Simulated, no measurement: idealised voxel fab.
Process module, titled voxel wiring stack
Pictured: cross-section cut, 210 nm wide, on a grid of 5 nm square cells.
In what follows, cross-sections appear as grids of square cells, described through bands that run from the top down, where every band is one or more rows of cells.
Basically the band line says how high the top is and how high the bottom is, in nm, and then what's in it from left to right, every material with its width in nm. Empty space shows up as "air", and if a single material carries "everywhere" it runs the full band edge to edge.
The level at which height equals 0 is the one under which the wafer, as it arrives, is entirely one material. No lower edge exists for the bottom band, which continues downward and is notated as in "0 and below".
Top row gets the first number, bottom row gets the second, and each row in between changes by the same step: that is how a band width like "30->40" works.
"no modifications", as given for a step, is the statement that not any cell of the cross-section underwent a change during that step.
For the entry "Enclosed void listing", the listed items are empty spaces with no open way to the top whose size is 8 cells or more; each item follows the pattern width x height at distance, where distance is from the left edge and all three are in nm.
What comes after the settings on a step's line is commentary from the simulator itself on that step.
overlay nm: for a step with a mask, the amount by which the mask lay right of where it was planned; a negative amount means left of it.
PROCESS STEPS (PLANNED)
- 1: RECEIVE: material Si
- 2: CONFORMAL_DEP: material SiO2, thk nm 15
- 3: CONFORMAL_DEP: material SiCN, thk nm 5
- 4: DIRECTIONAL_DEP: material SiO2, thk nm 25
- 5: PATTERN: tone open, mask id METAL_1, material resist, width nm 20, pitch nm 35, thk nm 20, overlay nm 0
- 6: DIRECTIONAL_ETCH: etch materials SiO2, depth nm 25
- 7: DIRECTIONAL_ETCH: etch materials SiCN, depth nm 5
- 8: STRIP: etch materials resist
- 9: CONFORMAL_DEP: material TiN, thk nm 5
- 10: FILL_DEP: material Cu, thk nm 5
- 11: CMP: height nm 45
- 12: CONFORMAL_DEP: material SiCN, thk nm 5
- 13: DIRECTIONAL_DEP: material SiO2, thk nm 30
- 14: DIRECTIONAL_DEP: material aC, thk nm 10
- 15: PATTERN: tone open, mask id METAL_2_HOLES, material resist, width nm 15, pitch nm 35, thk nm 25, overlay nm 0
- 16: DIRECTIONAL_ETCH: etch materials aC, depth nm 10
- 17: STRIP: etch materials resist
- 18: DIRECTIONAL_ETCH: etch materials SiO2, depth nm 30
- 19: STRIP: etch materials aC
- 20: DIRECTIONAL_DEP: material aC, thk nm 15
- 21: PATTERN: tone open, mask id METAL_2, material resist, width nm 20, pitch nm 35, thk nm 30, overlay nm 0
- 22: DIRECTIONAL_ETCH: etch materials aC, depth nm 15
- 23: STRIP: etch materials resist
- 24: DIRECTIONAL_ETCH: etch materials SiO2, depth nm 20
- 25: DIRECTIONAL_ETCH: etch materials SiCN, depth nm 5
- 26: STRIP: etch materials aC
- 27: CONFORMAL_DEP: material TiN, thk nm 5
- 28: FILL_DEP: material Cu, thk nm 10
- 29: CMP: height nm 80
- 30: CONFORMAL_DEP: material SiCN, thk nm 5
- 31: DIRECTIONAL_DEP: material SiO2, thk nm 30
- 32: MASKED_ETCH: tone open, mask id METAL_3_HOLES, width nm 15, pitch nm 70, etch materials SiO2, depth nm 30, overlay nm 0
- 33: DIRECTIONAL_DEP: material aC, thk nm 15
- 34: PATTERN: tone open, mask id METAL_3, material resist, width nm 20, pitch nm 35, thk nm 35, overlay nm 0
- 35: DIRECTIONAL_ETCH: etch materials aC, depth nm 15
- 36: STRIP: etch materials resist
- 37: DIRECTIONAL_ETCH: etch materials SiO2, depth nm 20
- 38: DIRECTIONAL_ETCH: etch materials SiCN, depth nm 5
- 39: STRIP: etch materials aC
- 40: CONFORMAL_DEP: material TiN, thk nm 5
- 41: FILL_DEP: material Cu, thk nm 5
- 42: CMP: height nm 115
- 43: CONFORMAL_DEP: material SiCN, thk nm 5
FIRST OF TWO WAFERS, WITH THE RUN CARRIED OUT AS PLANNED
WAFER AT RECEIPT (POST STEP 1), CROSS-SECTION
* 0 and below | Si everywhere
* Enclosed void listing: none
WAFER XSEC, POST STEP 2
* 15 down to 0 | SiO2 everywhere
* Anything lower than 0 is untouched.
WAFER XSEC, POST STEP 3
* 20 down to 15 | SiCN everywhere
* Anything lower than 15 is untouched.
WAFER XSEC, POST STEP 4
* 45 down to 20 | SiO2 everywhere
* Anything lower than 20 is untouched.
WAFER XSEC, POST STEP 5
* 65 down to 45 | resist 40, air 20, resist 15, air 20, resist 15, air 20, resist 15, air 20, resist 45
* Anything lower than 45 is untouched.
WAFER XSEC, POST STEP 6
* 65 down to 45 | resist 40, air 20, resist 15, air 20, resist 15, air 20, resist 15, air 20, resist 45
* 45 down to 20 | SiO2 40, air 20, SiO2 15, air 20, SiO2 15, air 20, SiO2 15, air 20, SiO2 45
* Anything lower than 20 is untouched.
WAFER XSEC, POST STEP 7
* 65 down to 45 | resist 40, air 20, resist 15, air 20, resist 15, air 20, resist 15, air 20, resist 45
* 45 down to 20 | SiO2 40, air 20, SiO2 15, air 20, SiO2 15, air 20, SiO2 15, air 20, SiO2 45
* 20 down to 15 | SiCN 40, air 20, SiCN 15, air 20, SiCN 15, air 20, SiCN 15, air 20, SiCN 45
* Anything lower than 15 is untouched.
WAFER XSEC, POST STEP 8
* 45 down to 20 | SiO2 40, air 20, SiO2 15, air 20, SiO2 15, air 20, SiO2 15, air 20, SiO2 45
* Anything lower than 20 is untouched.
WAFER XSEC, POST STEP 9
* 50 down to 45 | TiN 45, air 10, TiN 25, air 10, TiN 25, air 10, TiN 25, air 10, TiN 50
* 45 down to 20 | SiO2 40, TiN 5, air 10, TiN 5, SiO2 15, TiN 5, air 10, TiN 5, SiO2 15, TiN 5, air 10, TiN 5, SiO2 15, TiN 5, air 10, TiN 5, SiO2 45
* 20 down to 15 | SiCN 40, TiN 20, SiCN 15, TiN 20, SiCN 15, TiN 20, SiCN 15, TiN 20, SiCN 45
* Anything lower than 15 is untouched.
WAFER XSEC, POST STEP 10
* 55 down to 50 | Cu everywhere
* 50 down to 45 | TiN 45, Cu 10, TiN 25, Cu 10, TiN 25, Cu 10, TiN 25, Cu 10, TiN 50
* 45 down to 20 | SiO2 40, TiN 5, Cu 10, TiN 5, SiO2 15, TiN 5, Cu 10, TiN 5, SiO2 15, TiN 5, Cu 10, TiN 5, SiO2 15, TiN 5, Cu 10, TiN 5, SiO2 45
* Anything lower than 20 is untouched.
WAFER XSEC, POST STEP 11
* 45 down to 20 | SiO2 40, TiN 5, Cu 10, TiN 5, SiO2 15, TiN 5, Cu 10, TiN 5, SiO2 15, TiN 5, Cu 10, TiN 5, SiO2 15, TiN 5, Cu 10, TiN 5, SiO2 45
* Anything lower than 20 is untouched.
WAFER XSEC, POST STEP 12
* 50 down to 45 | SiCN everywhere
* Anything lower than 45 is untouched.
WAFER XSEC, POST STEP 13
* 80 down to 50 | SiO2 everywhere
* Anything lower than 50 is untouched.
WAFER XSEC, POST STEP 14
* 90 down to 80 | aC everywhere
* Anything lower than 80 is untouched.
WAFER XSEC, POST STEP 15
* 115 down to 90 | resist 40, air 15, resist 20, air 15, resist 20, air 15, resist 20, air 15, resist 50
* Anything lower than 90 is untouched.
WAFER XSEC, POST STEP 16
* 105 down to 90 | resist 40, air 15, resist 20, air 15, resist 20, air 15, resist 20, air 15, resist 50
* 90 down to 80 | aC 40, air 15, aC 20, air 15, aC 20, air 15, aC 20, air 15, aC 50
* Anything lower than 80 is untouched.
WAFER XSEC, POST STEP 17
* 90 down to 80 | aC 40, air 15, aC 20, air 15, aC 20, air 15, aC 20, air 15, aC 50
* Anything lower than 80 is untouched.
WAFER XSEC, POST STEP 18
* 90 down to 80 | aC 40, air 15, aC 20, air 15, aC 20, air 15, aC 20, air 15, aC 50
* 80 down to 50 | SiO2 40, air 15, SiO2 20, air 15, SiO2 20, air 15, SiO2 20, air 15, SiO2 50
* Anything lower than 50 is untouched.
WAFER XSEC, POST STEP 19
* 80 down to 50 | SiO2 40, air 15, SiO2 20, air 15, SiO2 20, air 15, SiO2 20, air 15, SiO2 50
* Anything lower than 50 is untouched.
WAFER XSEC, POST STEP 20
* 95 down to 80 | aC 40, air 15, aC 20, air 15, aC 20, air 15, aC 20, air 15, aC 50
* 80 down to 65 | SiO2 40, air 15, SiO2 20, air 15, SiO2 20, air 15, SiO2 20, air 15, SiO2 50
* 65 down to 50 | SiO2 40, aC 15, SiO2 20, aC 15, SiO2 20, aC 15, SiO2 20, aC 15, SiO2 50
* Anything lower than 50 is untouched.
WAFER XSEC, POST STEP 21
* 125 down to 95 | resist 40, air 20, resist 15, air 20, resist 15, air 20, resist 15, air 20, resist 45
* Anything lower than 95 is untouched.
WAFER XSEC, POST STEP 22
* 110 down to 95 | resist 40, air 20, resist 15, air 20, resist 15, air 20, resist 15, air 20, resist 45
* 95 down to 80 | aC 40, air 20, aC 15, air 20, aC 15, air 20, aC 15, air 20, aC 45
* 80 down to 50 | SiO2 40, air 15, SiO2 20, air 15, SiO2 20, air 15, SiO2 20, air 15, SiO2 50
* Anything lower than 50 is untouched.
WAFER XSEC, POST STEP 23
* 95 down to 80 | aC 40, air 20, aC 15, air 20, aC 15, air 20, aC 15, air 20, aC 45
* Anything lower than 80 is untouched.
WAFER XSEC, POST STEP 24
* 95 down to 80 | aC 40, air 20, aC 15, air 20, aC 15, air 20, aC 15, air 20, aC 45
* 80 down to 60 | SiO2 40, air 20, SiO2 15, air 20, SiO2 15, air 20, SiO2 15, air 20, SiO2 45
* Anything lower than 60 is untouched.
WAFER XSEC, POST STEP 25
* 95 down to 80 | aC 40, air 20, aC 15, air 20, aC 15, air 20, aC 15, air 20, aC 45
* 80 down to 60 | SiO2 40, air 20, SiO2 15, air 20, SiO2 15, air 20, SiO2 15, air 20, SiO2 45
* 60 down to 50 | SiO2 40, air 15, SiO2 20, air 15, SiO2 20, air 15, SiO2 20, air 15, SiO2 50
* 50 down to 45 | SiCN 40, air 15, SiCN 20, air 15, SiCN 20, air 15, SiCN 20, air 15, SiCN 50
* Anything lower than 45 is untouched.
WAFER XSEC, POST STEP 26
* 80 down to 60 | SiO2 40, air 20, SiO2 15, air 20, SiO2 15, air 20, SiO2 15, air 20, SiO2 45
* Anything lower than 60 is untouched.
WAFER XSEC, POST STEP 27
* 85 down to 80 | TiN 45, air 10, TiN 25, air 10, TiN 25, air 10, TiN 25, air 10, TiN 50
* 80 down to 65 | SiO2 40, TiN 5, air 10, TiN 5, SiO2 15, TiN 5, air 10, TiN 5, SiO2 15, TiN 5, air 10, TiN 5, SiO2 15, TiN 5, air 10, TiN 5, SiO2 45
* 65 down to 60 | SiO2 40, TiN 5, air 5, TiN 10, SiO2 15, TiN 5, air 5, TiN 10, SiO2 15, TiN 5, air 5, TiN 10, SiO2 15, TiN 5, air 5, TiN 10, SiO2 45
* 60 down to 50 | SiO2 40, TiN 5, air 5, TiN 5, SiO2 20, TiN 5, air 5, TiN 5, SiO2 20, TiN 5, air 5, TiN 5, SiO2 20, TiN 5, air 5, TiN 5, SiO2 50
* 50 down to 45 | SiCN 40, TiN 15, SiCN 20, TiN 15, SiCN 20, TiN 15, SiCN 20, TiN 15, SiCN 50
* Anything lower than 45 is untouched.
WAFER XSEC, POST STEP 28
* 95 down to 85 | Cu everywhere
* 85 down to 80 | TiN 45, Cu 10, TiN 25, Cu 10, TiN 25, Cu 10, TiN 25, Cu 10, TiN 50
* 80 down to 65 | SiO2 40, TiN 5, Cu 10, TiN 5, SiO2 15, TiN 5, Cu 10, TiN 5, SiO2 15, TiN 5, Cu 10, TiN 5, SiO2 15, TiN 5, Cu 10, TiN 5, SiO2 45
* 65 down to 60 | SiO2 40, TiN 5, Cu 5, TiN 10, SiO2 15, TiN 5, Cu 5, TiN 10, SiO2 15, TiN 5, Cu 5, TiN 10, SiO2 15, TiN 5, Cu 5, TiN 10, SiO2 45
* 60 down to 50 | SiO2 40, TiN 5, Cu 5, TiN 5, SiO2 20, TiN 5, Cu 5, TiN 5, SiO2 20, TiN 5, Cu 5, TiN 5, SiO2 20, TiN 5, Cu 5, TiN 5, SiO2 50
* Anything lower than 50 is untouched.
WAFER XSEC, POST STEP 29
* 80 down to 65 | SiO2 40, TiN 5, Cu 10, TiN 5, SiO2 15, TiN 5, Cu 10, TiN 5, SiO2 15, TiN 5, Cu 10, TiN 5, SiO2 15, TiN 5, Cu 10, TiN 5, SiO2 45
* Anything lower than 65 is untouched.
WAFER XSEC, POST STEP 30
* 85 down to 80 | SiCN everywhere
* Anything lower than 80 is untouched.
WAFER XSEC, POST STEP 31
* 115 down to 85 | SiO2 everywhere
* Anything lower than 85 is untouched.
WAFER XSEC, POST STEP 32
* 115 down to 85 | SiO2 40, air 15, SiO2 55, air 15, SiO2 85
* Anything lower than 85 is untouched.
WAFER XSEC, POST STEP 33
* 130 down to 115 | aC 40, air 15, aC 55, air 15, aC 85
* 115 down to 100 | SiO2 40, air 15, SiO2 55, air 15, SiO2 85
* 100 down to 85 | SiO2 40, aC 15, SiO2 55, aC 15, SiO2 85
* Anything lower than 85 is untouched.
WAFER XSEC, POST STEP 34
* 165 down to 130 | resist 40, air 20, resist 15, air 20, resist 15, air 20, resist 15, air 20, resist 45
* Anything lower than 130 is untouched.
WAFER XSEC, POST STEP 35
* 150 down to 130 | resist 40, air 20, resist 15, air 20, resist 15, air 20, resist 15, air 20, resist 45
* 130 down to 115 | aC 40, air 20, aC 15, air 20, aC 15, air 20, aC 15, air 20, aC 45
* 115 down to 85 | SiO2 40, air 15, SiO2 55, air 15, SiO2 85
* Anything lower than 85 is untouched.
WAFER XSEC, POST STEP 36
* 130 down to 115 | aC 40, air 20, aC 15, air 20, aC 15, air 20, aC 15, air 20, aC 45
* Anything lower than 115 is untouched.
WAFER XSEC, POST STEP 37
* 130 down to 115 | aC 40, air 20, aC 15, air 20, aC 15, air 20, aC 15, air 20, aC 45
* 115 down to 95 | SiO2 40, air 20, SiO2 15, air 20, SiO2 15, air 20, SiO2 15, air 20, SiO2 45
* Anything lower than 95 is untouched.
WAFER XSEC, POST STEP 38
* 130 down to 115 | aC 40, air 20, aC 15, air 20, aC 15, air 20, aC 15, air 20, aC 45
* 115 down to 95 | SiO2 40, air 20, SiO2 15, air 20, SiO2 15, air 20, SiO2 15, air 20, SiO2 45
* 95 down to 85 | SiO2 40, air 15, SiO2 55, air 15, SiO2 85
* 85 down to 80 | SiCN 40, air 15, SiCN 55, air 15, SiCN 85
* Anything lower than 80 is untouched.
WAFER XSEC, POST STEP 39
* 115 down to 95 | SiO2 40, air 20, SiO2 15, air 20, SiO2 15, air 20, SiO2 15, air 20, SiO2 45
* Anything lower than 95 is untouched.
WAFER XSEC, POST STEP 40
* 120 down to 115 | TiN 45, air 10, TiN 25, air 10, TiN 25, air 10, TiN 25, air 10, TiN 50
* 115 down to 100 | SiO2 40, TiN 5, air 10, TiN 5, SiO2 15, TiN 5, air 10, TiN 5, SiO2 15, TiN 5, air 10, TiN 5, SiO2 15, TiN 5, air 10, TiN 5, SiO2 45
* 100 down to 95 | SiO2 40, TiN 5, air 5, TiN 10, SiO2 15, TiN 20, SiO2 15, TiN 5, air 5, TiN 10, SiO2 15, TiN 20, SiO2 45
* 95 down to 85 | SiO2 40, TiN 5, air 5, TiN 5, SiO2 55, TiN 5, air 5, TiN 5, SiO2 85
* 85 down to 80 | SiCN 40, TiN 15, SiCN 55, TiN 15, SiCN 85
* Anything lower than 80 is untouched.
WAFER XSEC, POST STEP 41
* 125 down to 120 | Cu everywhere
* 120 down to 115 | TiN 45, Cu 10, TiN 25, Cu 10, TiN 25, Cu 10, TiN 25, Cu 10, TiN 50
* 115 down to 100 | SiO2 40, TiN 5, Cu 10, TiN 5, SiO2 15, TiN 5, Cu 10, TiN 5, SiO2 15, TiN 5, Cu 10, TiN 5, SiO2 15, TiN 5, Cu 10, TiN 5, SiO2 45
* 100 down to 95 | SiO2 40, TiN 5, Cu 5, TiN 10, SiO2 15, TiN 20, SiO2 15, TiN 5, Cu 5, TiN 10, SiO2 15, TiN 20, SiO2 45
* 95 down to 85 | SiO2 40, TiN 5, Cu 5, TiN 5, SiO2 55, TiN 5, Cu 5, TiN 5, SiO2 85
* Anything lower than 85 is untouched.
WAFER XSEC, POST STEP 42
* 115 down to 100 | SiO2 40, TiN 5, Cu 10, TiN 5, SiO2 15, TiN 5, Cu 10, TiN 5, SiO2 15, TiN 5, Cu 10, TiN 5, SiO2 15, TiN 5, Cu 10, TiN 5, SiO2 45
* Anything lower than 100 is untouched.
WAFER XSEC, POST STEP 43
* 120 down to 115 | SiCN everywhere
* Anything lower than 115 is untouched.
SECOND WAFER: SAME START AND SAME PLAN AS THE FIRST, ONE EXECUTION ERROR; IDENTICAL TO THE FIRST THROUGH STEP 33
WHEN STEP 34 SHOULD HAVE ENDED
* 165 down to 130 | resist 45, air 15, resist 20, air 15, resist 20, air 15, resist 20, air 15, resist 45
* 130 down to 115 | aC 40, resist 5, air 10, aC 55, resist 5, air 10, aC 85
* 115 down to 100 | SiO2 40, resist 5, air 10, SiO2 55, resist 5, air 10, SiO2 85
* Anything lower than 100 is untouched.
WHEN STEP 35 SHOULD HAVE ENDED
* 150 down to 130 | resist 45, air 15, resist 20, air 15, resist 20, air 15, resist 20, air 15, resist 45
* 130 down to 115 | aC 40, resist 5, air 15, aC 20, air 15, aC 15, resist 5, air 15, aC 20, air 15, aC 45
* 115 down to 100 | SiO2 40, resist 5, air 10, SiO2 55, resist 5, air 10, SiO2 85
* 100 down to 85 | SiO2 40, aC 5, air 10, SiO2 55, aC 5, air 10, SiO2 85
* Anything lower than 85 is untouched.
WHEN STEP 36 SHOULD HAVE ENDED
* 130 down to 115 | aC 40, air 20, aC 20, air 15, aC 15, air 20, aC 20, air 15, aC 45
* 115 down to 100 | SiO2 40, air 15, SiO2 55, air 15, SiO2 85
* Anything lower than 100 is untouched.
WHEN STEP 37 SHOULD HAVE ENDED
* 130 down to 115 | aC 40, air 20, aC 20, air 15, aC 15, air 20, aC 20, air 15, aC 45
* 115 down to 100 | SiO2 40, air 20, SiO2 20, air 15, SiO2 15, air 20, SiO2 20, air 15, SiO2 45
* 100 down to 95 | SiO2 40, aC 5, air 15, SiO2 20, air 15, SiO2 15, aC 5, air 15, SiO2 20, air 15, SiO2 45
* Anything lower than 95 is untouched.
WHEN STEP 38 SHOULD HAVE ENDED
* 130 down to 115 | aC 40, air 20, aC 20, air 15, aC 15, air 20, aC 20, air 15, aC 45
* 115 down to 100 | SiO2 40, air 20, SiO2 20, air 15, SiO2 15, air 20, SiO2 20, air 15, SiO2 45
* 100 down to 95 | SiO2 40, aC 5, air 15, SiO2 20, air 15, SiO2 15, aC 5, air 15, SiO2 20, air 15, SiO2 45
* 95 down to 85 | SiO2 40, aC 5, air 10, SiO2 55, aC 5, air 10, SiO2 85
* 85 down to 80 | SiCN 45, air 10, SiCN 60, air 10, SiCN 85
* Anything lower than 80 is untouched.
WHEN STEP 39 SHOULD HAVE ENDED
* 115 down to 95 | SiO2 40, air 20, SiO2 20, air 15, SiO2 15, air 20, SiO2 20, air 15, SiO2 45
* 95 down to 85 | SiO2 40, air 15, SiO2 55, air 15, SiO2 85
* Anything lower than 85 is untouched.
WHEN STEP 40 SHOULD HAVE ENDED
* 120 down to 115 | TiN 45, air 10, TiN 30, air 5, TiN 25, air 10, TiN 30, air 5, TiN 50
* 115 down to 100 | SiO2 40, TiN 5, air 10, TiN 5, SiO2 20, TiN 5, air 5, TiN 5, SiO2 15, TiN 5, air 10, TiN 5, SiO2 20, TiN 5, air 5, TiN 5, SiO2 45
* 100 down to 95 | SiO2 40, TiN 5, air 5, TiN 10, SiO2 20, TiN 15, SiO2 15, TiN 5, air 5, TiN 10, SiO2 20, TiN 15, SiO2 45
* 95 down to 90 | SiO2 40, TiN 5, air 5, TiN 5, SiO2 55, TiN 5, air 5, TiN 5, SiO2 85
* 90 down to 85 | SiO2 40, TiN 15, SiO2 55, TiN 15, SiO2 85
* 85 down to 80 | SiCN 45, TiN 10, SiCN 60, TiN 10, SiCN 85
* Anything lower than 80 is untouched.
WHEN STEP 41 SHOULD HAVE ENDED
* 125 down to 120 | Cu everywhere
* 120 down to 115 | TiN 45, Cu 10, TiN 30, Cu 5, TiN 25, Cu 10, TiN 30, Cu 5, TiN 50
* 115 down to 100 | SiO2 40, TiN 5, Cu 10, TiN 5, SiO2 20, TiN 5, Cu 5, TiN 5, SiO2 15, TiN 5, Cu 10, TiN 5, SiO2 20, TiN 5, Cu 5, TiN 5, SiO2 45
* 100 down to 95 | SiO2 40, TiN 5, Cu 5, TiN 10, SiO2 20, TiN 15, SiO2 15, TiN 5, Cu 5, TiN 10, SiO2 20, TiN 15, SiO2 45
* 95 down to 90 | SiO2 40, TiN 5, Cu 5, TiN 5, SiO2 55, TiN 5, Cu 5, TiN 5, SiO2 85
* Anything lower than 90 is untouched.
WHEN STEP 42 SHOULD HAVE ENDED
* 115 down to 100 | SiO2 40, TiN 5, Cu 10, TiN 5, SiO2 20, TiN 5, Cu 5, TiN 5, SiO2 15, TiN 5, Cu 10, TiN 5, SiO2 20, TiN 5, Cu 5, TiN 5, SiO2 45
* Anything lower than 100 is untouched.
WHEN STEP 43 SHOULD HAVE ENDED
* 120 down to 115 | SiCN everywhere
* Anything lower than 115 is untouched.
The plan and the run diverged here: heads up, step 34 didn't go per plan, it actually ran as PATTERN: tone open, mask id METAL_3, material resist, width nm 15, pitch nm 35, thk nm 35, overlay nm 0
FYI, end of process, the second wafer has more or fewer cells of some materials than the first: Cu: 8 fewer | SiCN: 2 more | SiO2: 8 more | TiN: 2 fewer
